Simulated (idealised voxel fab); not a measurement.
process module | voxel transistor to metal
cross-section cut | 285 nm wide | cells 5 nm
A cross-section is a grid of square cells, given in bands from the top down. A band is one or more rows of cells.
Each band's line starts with the height of the band's top and of its bottom, in nm. Then come its materials from left to right, each with its width in nm. One material with "throughout" fills the band from edge to edge. "air" is empty space.
Height 0 is the level under which the wafer as received is all one material. The lowest band goes on downwards, as in "0 down".
A width such as "30 to 40" changes by the same amount from each row of cells to the next, from the band's top row to its bottom row.
"no change" after a step means that no cell of the cross-section changed.
closed voids: empty space of 8 cells or more with no open way to the top, each as width x height at its distance from the left edge, in nm
after a step's settings: what the simulator itself notes on the step
overlay nm, on a step with a mask: how far to the right of its planned place the mask lay; to the left if negative
plan
1 op RECEIVE | material Si
2 op OXIDIZE | depth nm 5
3 op CONFORMAL_DEP | material SiN | thk nm 10
4 op DIRECTIONAL_DEP | material aC | thk nm 10
5 op PATTERN | tone cover | mask id ACTIVE | material resist | width nm 95 | pitch nm 115 | thk nm 30 | overlay nm 0
6 op DIRECTIONAL_ETCH | etch materials aC | depth nm 10
7 op STRIP | etch materials resist
8 op DIRECTIONAL_ETCH | etch materials SiN | depth nm 10
9 op DIRECTIONAL_ETCH | etch materials SiO2 | depth nm 5
10 op DIRECTIONAL_ETCH | etch materials Si | depth nm 30
11 op STRIP | etch materials aC
12 op FILL_DEP | material SiO2 | thk nm 10
13 op CMP | height nm 10
14 op SELECTIVE_ETCH | etch materials SiO2 | depth nm 10
15 op STRIP | etch materials SiN
16 op SELECTIVE_ETCH | etch materials SiO2 | depth nm 5
17 op OXIDIZE | depth nm 5
18 op DIRECTIONAL_DEP | material polySi | thk nm 25
19 op DIRECTIONAL_DEP | material SiCN | thk nm 10
20 op DIRECTIONAL_DEP | material aC | thk nm 15
21 op PATTERN | tone cover | mask id GATE | material resist | width nm 15 | pitch nm 115 | thk nm 30 | overlay nm 0
22 op DIRECTIONAL_ETCH | etch materials aC | depth nm 15
23 op STRIP | etch materials resist
24 op DIRECTIONAL_ETCH | etch materials SiCN | depth nm 20
25 op DIRECTIONAL_ETCH | etch materials polySi | depth nm 35
26 op STRIP | etch materials aC
27 op CONFORMAL_DEP | material SiO2 | thk nm 5
28 op DIRECTIONAL_ETCH | etch materials SiO2 | depth nm 5
29 op CONFORMAL_DEP | material SiN | thk nm 10
30 op DIRECTIONAL_ETCH | etch materials SiN | depth nm 10
31 op DIRECTIONAL_ETCH | etch materials SiO2 | depth nm 5
32 op EPI | material nSi | thk nm 5
33 op FILL_DEP | material SiO2 | thk nm 10
34 op CMP | height nm 30
35 op DIRECTIONAL_DEP | material SiO2 | thk nm 10
36 op DIRECTIONAL_DEP | material aC | thk nm 10
37 op PATTERN | tone open | mask id CONTACT | material resist | width nm 25 | thk nm 25 | overlay nm 0
38 op DIRECTIONAL_ETCH | etch materials aC | depth nm 10
39 op STRIP | etch materials resist
40 op DIRECTIONAL_ETCH | etch materials SiO2 | depth nm 45
41 op STRIP | etch materials aC
42 op CONFORMAL_DEP | material TiN | thk nm 5
43 op FILL_DEP | material W | thk nm 10
44 op CMP | height nm 40
45 op CONFORMAL_DEP | material SiN | thk nm 5
46 op DIRECTIONAL_DEP | material lowk | thk nm 25
47 op PATTERN | tone open | mask id METAL_1 | material resist | width nm 15 | thk nm 20 | overlay nm 0
48 op DIRECTIONAL_ETCH | etch materials lowk | depth nm 25
49 op DIRECTIONAL_ETCH | etch materials SiN | depth nm 5
50 op STRIP | etch materials resist
51 op CONFORMAL_DEP | material TiN | thk nm 5
52 op FILL_DEP | material Cu | thk nm 10
53 op CMP | height nm 70
54 op CONFORMAL_DEP | material SiN | thk nm 5
as received, after step 1
  0 down: Si throughout
  closed voids: none
first wafer at the end, as planned
  75 to 70: SiN throughout
  70 to 45: lowk 45 | TiN 5 | Cu 5 | TiN 5 | lowk 45 | TiN 5 | Cu 5 | TiN 5 | lowk 40 | TiN 5 | Cu 5 | TiN 5 | lowk 45 | TiN 5 | Cu 5 | TiN 5 | lowk 50
  45 to 40: SiN 45 | TiN 15 | SiN 45 | TiN 15 | SiN 40 | TiN 15 | SiN 45 | TiN 15 | SiN 50
  40 to 30: SiO2 45 | TiN 5 | W 15 to 5 | TiN 5 to 15 | SiO2 25 | TiN 5 to 15 | W 15 to 5 | TiN 5 | SiO2 40 | TiN 5 | W 15 to 5 | TiN 5 to 15 | SiO2 25 | TiN 5 to 15 | W 15 to 5 | TiN 5 | SiO2 50
  30 to 20: SiO2 45 | TiN 5 | W 5 | TiN 5 | SiN 10 | SiO2 5 | SiCN 15 | SiO2 5 | SiN 10 | TiN 5 | W 5 | TiN 5 | SiO2 40 | TiN 5 | W 5 | TiN 5 | SiN 10 | SiO2 5 | SiCN 15 | SiO2 5 | SiN 10 | TiN 5 | W 5 | TiN 5 | SiO2 50
  20 to 0: SiO2 45 | TiN 5 | W 5 | TiN 5 | SiN 10 | SiO2 5 | polySi 15 | SiO2 5 | SiN 10 | TiN 5 | W 5 | TiN 5 | SiO2 40 | TiN 5 | W 5 | TiN 5 | SiN 10 | SiO2 5 | polySi 15 | SiO2 5 | SiN 10 | TiN 5 | W 5 | TiN 5 | SiO2 50
  0 to -5: SiO2 45 | TiN 15 | SiN 10 | SiO2 5 | polySi 15 | SiO2 5 | SiN 10 | TiN 15 | SiO2 40 | TiN 15 | SiN 10 | SiO2 5 | polySi 15 | SiO2 5 | SiN 10 | TiN 15 | SiO2 50
  -5 to -10: SiO2 30 | nSi 30 | SiO2 45 | nSi 30 | SiO2 10 | nSi 30 | SiO2 45 | nSi 30 | SiO2 35
  -10 to -35: SiO2 35 | Si 95 | SiO2 20 | Si 95 | SiO2 40
  -35 down: Si throughout
  closed voids: none
second wafer at the end: like start, like plan, one mistake
  75 to 70: SiN throughout
  70 to 45: lowk 45 | TiN 5 | Cu 5 | TiN 5 | lowk 45 | TiN 5 | Cu 5 | TiN 5 | lowk 40 | TiN 5 | Cu 5 | TiN 5 | lowk 45 | TiN 5 | Cu 5 | TiN 5 | lowk 50
  45 to 40: SiN 45 | TiN 15 | SiN 45 | TiN 15 | SiN 40 | TiN 15 | SiN 45 | TiN 15 | SiN 50
  40 to 30: SiO2 45 | TiN 5 | W 15 to 5 | TiN 5 to 15 | SiO2 25 | TiN 5 to 15 | W 15 to 5 | TiN 5 | SiO2 40 | TiN 5 | W 15 to 5 | TiN 5 to 15 | SiO2 25 | TiN 5 to 15 | W 15 to 5 | TiN 5 | SiO2 50
  30 to 20: SiO2 45 | TiN 5 | W 5 | TiN 5 | SiN 10 | SiO2 5 | SiCN 15 | SiO2 5 | SiN 10 | TiN 5 | W 5 | TiN 5 | SiO2 40 | TiN 5 | W 5 | TiN 5 | SiN 10 | SiO2 5 | SiCN 15 | SiO2 5 | SiN 10 | TiN 5 | W 5 | TiN 5 | SiO2 50
  20 to 0: SiO2 45 | TiN 5 | W 5 | TiN 5 | SiN 10 | SiO2 5 | polySi 15 | SiO2 5 | SiN 10 | TiN 5 | W 5 | TiN 5 | SiO2 40 | TiN 5 | W 5 | TiN 5 | SiN 10 | SiO2 5 | polySi 15 | SiO2 5 | SiN 10 | TiN 5 | W 5 | TiN 5 | SiO2 50
  0 to -5: SiO2 45 | TiN 15 | SiN 10 | SiO2 5 | polySi 15 | SiO2 5 | SiN 10 | TiN 15 | SiO2 40 | TiN 15 | SiN 10 | SiO2 5 | polySi 15 | SiO2 5 | SiN 10 | TiN 15 | SiO2 50
  -5 to -10: SiO2 30 | nSi 30 | SiO2 45 | nSi 30 | SiO2 10 | nSi 30 | SiO2 45 | nSi 30 | SiO2 35
  -10 to -65: SiO2 35 | Si 95 | SiO2 20 | Si 95 | SiO2 40
  -65 down: Si throughout
  closed voids: none
what went wrong: step 10 was run twice
at the end the second wafer has, in cells: 114 fewer of Si | 114 more of SiO2
